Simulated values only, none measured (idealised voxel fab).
The following is a process module called voxel wiring stack.
For reference, the cross-section in this document is cut, with width 210 nm and square cells of 5 nm.
Cross-section layout: square cells on a grid; listed as bands, top to bottom; a band spans one or more cell rows.
Heads up on the band format: heights come first, top then bottom, in nm. After that it's the materials left to right, each with its width in nm. A single material flagged "throughout" fills the whole band edge to edge, and "empty" means there's empty space there.
The reference from which all heights are counted is 0, the level beneath which the as-received wafer is entirely one material; the lowest band, having no lower bound, proceeds downward and is written after the example "0 and below".
A width given as "30->40" starts at the first number in the band's top row and ends at the second number in its bottom row, shifting by an equal amount at every step from row to row.
Step note "stayed the same" = no cross-section cell changed.
"Sealed internal cavities" enumerates empty spaces isolated from the top, with no open way to it, that contain at least 8 cells, giving each as width x height at distance from the left edge, all three in nm.
If you see something after the settings on a step's line, that's the simulator's own remark about that step.
Steps that use a mask can have "overlay nm" on their line. It says how far the mask sat to the right of where it was meant to be. Negative means to the left.
**The following list gives the planned process steps**
step 1: RECEIVE [material Si]
step 2: CONFORMAL_DEP [material SiO2] [thk nm 10]
step 3: CONFORMAL_DEP [material SiCN] [thk nm 5]
step 4: DIRECTIONAL_DEP [material SiO2] [thk nm 25]
step 5: PATTERN [tone open] [mask id METAL_1] [material resist] [width nm 30] [pitch nm 60] [thk nm 20] [overlay nm 0]
step 6: DIRECTIONAL_ETCH [etch materials SiO2] [depth nm 25]
step 7: DIRECTIONAL_ETCH [etch materials SiCN] [depth nm 5]
step 8: STRIP [etch materials resist]
step 9: CONFORMAL_DEP [material TiN] [thk nm 5]
step 10: FILL_DEP [material Cu] [thk nm 5]
step 11: CMP [height nm 40]
step 12: CONFORMAL_DEP [material SiCN] [thk nm 5]
step 13: DIRECTIONAL_DEP [material lowk] [thk nm 25]
step 14: PATTERN [tone open] [mask id METAL_2_HOLES] [material resist] [width nm 15] [pitch nm 60] [thk nm 20] [overlay nm 0]
step 15: DIRECTIONAL_ETCH [etch materials lowk] [depth nm 25]
step 16: STRIP [etch materials resist]
step 17: PATTERN [tone open] [mask id METAL_2] [material resist] [width nm 30] [pitch nm 60] [thk nm 20] [overlay nm 0]
step 18: DIRECTIONAL_ETCH [etch materials lowk] [depth nm 15]
step 19: DIRECTIONAL_ETCH [etch materials SiCN] [depth nm 5]
step 20: STRIP [etch materials resist]
step 21: CONFORMAL_DEP [material TiN] [thk nm 5]
step 22: FILL_DEP [material Ru] [thk nm 10]
step 23: CMP [height nm 70]
step 24: CONFORMAL_DEP [material SiCN] [thk nm 5]
step 25: DIRECTIONAL_DEP [material SiO2] [thk nm 15]
step 26: PATTERN [tone open] [mask id PLUG_2] [material resist] [width nm 15] [thk nm 15] [overlay nm 0]
step 27: DIRECTIONAL_ETCH [etch materials SiO2] [depth nm 15]
step 28: DIRECTIONAL_ETCH [etch materials SiCN] [depth nm 5]
step 29: STRIP [etch materials resist]
step 30: EPI [material Ru] [thk nm 10]
step 31: EPI [material Ru] [thk nm 10]
step 32: DIRECTIONAL_DEP [material TiN] [thk nm 5]
step 33: DIRECTIONAL_DEP [material Ru] [thk nm 20]
step 34: PATTERN [tone cover] [mask id METAL_3] [material resist] [width nm 30] [pitch nm 60] [thk nm 20] [overlay nm 0]
step 35: DIRECTIONAL_ETCH [etch materials Ru] [depth nm 20]
step 36: DIRECTIONAL_ETCH [etch materials TiN] [depth nm 5]
step 37: STRIP [etch materials resist]
step 38: CONFORMAL_DEP [material SiCN] [thk nm 5]
step 39: FILL_DEP [material SiO2] [thk nm 10]
step 40: CMP [height nm 115]
step 41: CONFORMAL_DEP [material SiCN] [thk nm 5]
step 42: DIRECTIONAL_DEP [material SiO2] [thk nm 30]
step 43: PATTERN [tone open] [mask id METAL_4_HOLES] [material resist] [width nm 15] [pitch nm 60] [thk nm 15] [overlay nm 0]
step 44: DIRECTIONAL_ETCH [etch materials SiO2] [depth nm 30]
step 45: STRIP [etch materials resist]
step 46: MASKED_ETCH [tone open] [mask id METAL_4] [width nm 30] [pitch nm 60] [etch materials SiO2] [depth nm 15] [overlay nm 0]
step 47: MASKED_ETCH [tone open] [mask id METAL_4] [width nm 30] [pitch nm 60] [etch materials SiCN] [depth nm 5] [overlay nm 0]
step 48: CONFORMAL_DEP [material TiN] [thk nm 5]
step 49: FILL_DEP [material Cu] [thk nm 10]
step 50: CMP [height nm 150]
step 51: CONFORMAL_DEP [material SiCN] [thk nm 5]
**Shown in cross-section is the wafer as received, that is, as it stands after step 1**
	0 and below: Si throughout
	Sealed internal cavities: none
**The module was run from the start shown above using the plan shown above, but one mistake was made doing it; the resulting wafer cross-section is below**
	155 down to 150: SiCN throughout
	150 down to 140: 60 nm SiO2, 5 nm TiN, 20 nm Cu, 5 nm TiN, 30 nm SiO2, 5 nm TiN, 20 nm Cu, 5 nm TiN, 60 nm SiO2
	140 down to 135: 60 nm SiO2, 5 nm TiN, 5 nm Cu, 20 nm TiN, 30 nm SiO2, 5 nm TiN, 5 nm Cu, 20 nm TiN, 60 nm SiO2
	135 down to 120: 60 nm SiO2, 5 nm TiN, 5 nm Cu, 5 nm TiN, 45 nm SiO2, 5 nm TiN, 5 nm Cu, 5 nm TiN, 75 nm SiO2
	120 down to 115: 60 nm SiCN, 15 nm TiN, 45 nm SiCN, 15 nm TiN, 75 nm SiCN
	115 down to 95: 55 nm TiN, 5 nm SiCN, 30 nm Ru, 5 nm SiCN, 20 nm TiN, 5 nm SiCN, 30 nm Ru, 5 nm SiCN, 55 nm TiN
	95 down to 90: 60 nm SiCN, 30 nm TiN, 30 nm SiCN, 30 nm TiN, 60 nm SiCN
	90 down to 75: 60 nm SiO2, 15 nm Ru, 135 nm SiO2
	75 down to 70: 60 nm SiCN, 15 nm Ru, 135 nm SiCN
	70 down to 60: 60 nm lowk, 5 nm TiN, 20 nm Ru, 5 nm TiN, 30 nm lowk, 5 nm TiN, 20 nm Ru, 5 nm TiN, 60 nm lowk
	60 down to 55: 60 nm lowk, 5 nm TiN, 5 nm Ru, 20 nm TiN, 30 nm lowk, 5 nm TiN, 5 nm Ru, 20 nm TiN, 60 nm lowk
	55 down to 45: 60 nm lowk, 5 nm TiN, 5 nm Ru, 5 nm TiN, 45 nm lowk, 5 nm TiN, 5 nm Ru, 5 nm TiN, 75 nm lowk
	45 down to 40: 60 nm SiCN, 15 nm TiN, 45 nm SiCN, 15 nm TiN, 75 nm SiCN
	40 down to 15: 60 nm SiO2, 5 nm TiN, 20 nm Cu, 5 nm TiN, 30 nm SiO2, 5 nm TiN, 20 nm Cu, 5 nm TiN, 60 nm SiO2
	15 down to 10: 60 nm SiCN, 30 nm TiN, 30 nm SiCN, 30 nm TiN, 60 nm SiCN
	10 down to 0: SiO2 throughout
	0 and below: Si throughout
	Sealed internal cavities: none
Misprocessing identified: step 39 off recipe, ran as FILL_DEP [material TiN] [thk nm 10]
